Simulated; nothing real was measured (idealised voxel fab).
Name of the process module below: voxel double patterning
In the cross-section labelled cut, the width is 270 nm and each square cell is 5 nm.
Reading order for cross-sections: top band down to bottom band. Underlying form: a grid of square cells. Band size: one or more rows of cells. Per band: top height and bottom height in nm, followed by the left-to-right materials and their widths in nm; "edge to edge" marks a single material spanning edge to edge, "blank" marks empty space. Counting heights begins at 0, where everything beneath is, in the wafer as received, one material. The lowest band has no bottom; it goes on downwards, as "0 and below" shows. Quick explanation for "30->40": the width changes in equal steps down the rows of cells, from the first number in the band's top row to the second number in its bottom row. It should be understood that the words "nothing different", when stated for a given step, signify that the cross-section underwent no change in any of its cells during that step. Each empty space that has no open way to the top and spans at least 8 cells appears under "Enclosed void list" as width x height at distance, the distance counted from the left edge, all in nm. Read whatever lies past the settings on a step's line as the simulator's own remark about the step. Steps that use a mask can have "overlay nm" on their line. It says how far the mask sat to the right of where it was meant to be. Negative means to the left.

[Below is the list of planned process steps]
step 1: RECEIVE: material Si
step 2: CONFORMAL_DEP: material SiN, thk nm 5
step 3: DIRECTIONAL_DEP: material SiO2, thk nm 15
step 4: DIRECTIONAL_DEP: material SiCN, thk nm 5
step 5: PATTERN: tone open, mask id FIRST, material resist, width nm 15, pitch nm 50, thk nm 20, overlay nm 0
step 6: DIRECTIONAL_ETCH: etch materials SiCN, depth nm 5
step 7: STRIP: etch materials resist
step 8: PATTERN: tone open, mask id SECOND, material resist, width nm 15, thk nm 20, overlay nm 0
step 9: DIRECTIONAL_ETCH: etch materials SiCN, depth nm 5
step 10: STRIP: etch materials resist
step 11: DIRECTIONAL_ETCH: etch materials SiO2, depth nm 15
step 12: STRIP: etch materials SiCN

[Cross-section of the wafer at receipt, which is the condition after step 1]
0 and below = Si edge to edge
Enclosed void list: none

[As-planned run: cross-section of the first of two wafers at end of module]
20 down to 5 = SiO2 100 nm / blank 15 nm / SiO2 10 nm / blank 15 nm / SiO2 10 nm / blank 15 nm / SiO2 105 nm
5 down to 0 = SiN edge to edge
0 and below = Si edge to edge
Enclosed void list: none

[Wafer two, end of module, cross-section. Same start, same plan as wafer one. One mistake in the run]
20 down to 5 = blank 125 nm / SiO2 15 nm / blank 130 nm
5 down to 0 = SiN edge to edge
0 and below = Si edge to edge
Enclosed void list: none
Nonconformance to the process plan: it should be noted that step 8 was executed with settings other than those planned, the operation and settings actually applied being PATTERN: tone cover, mask id SECOND, material resist, width nm 15, thk nm 20, overlay nm 0
Count the cells at the end and the second wafer has more or fewer of some materials than the first: SiO2 -126
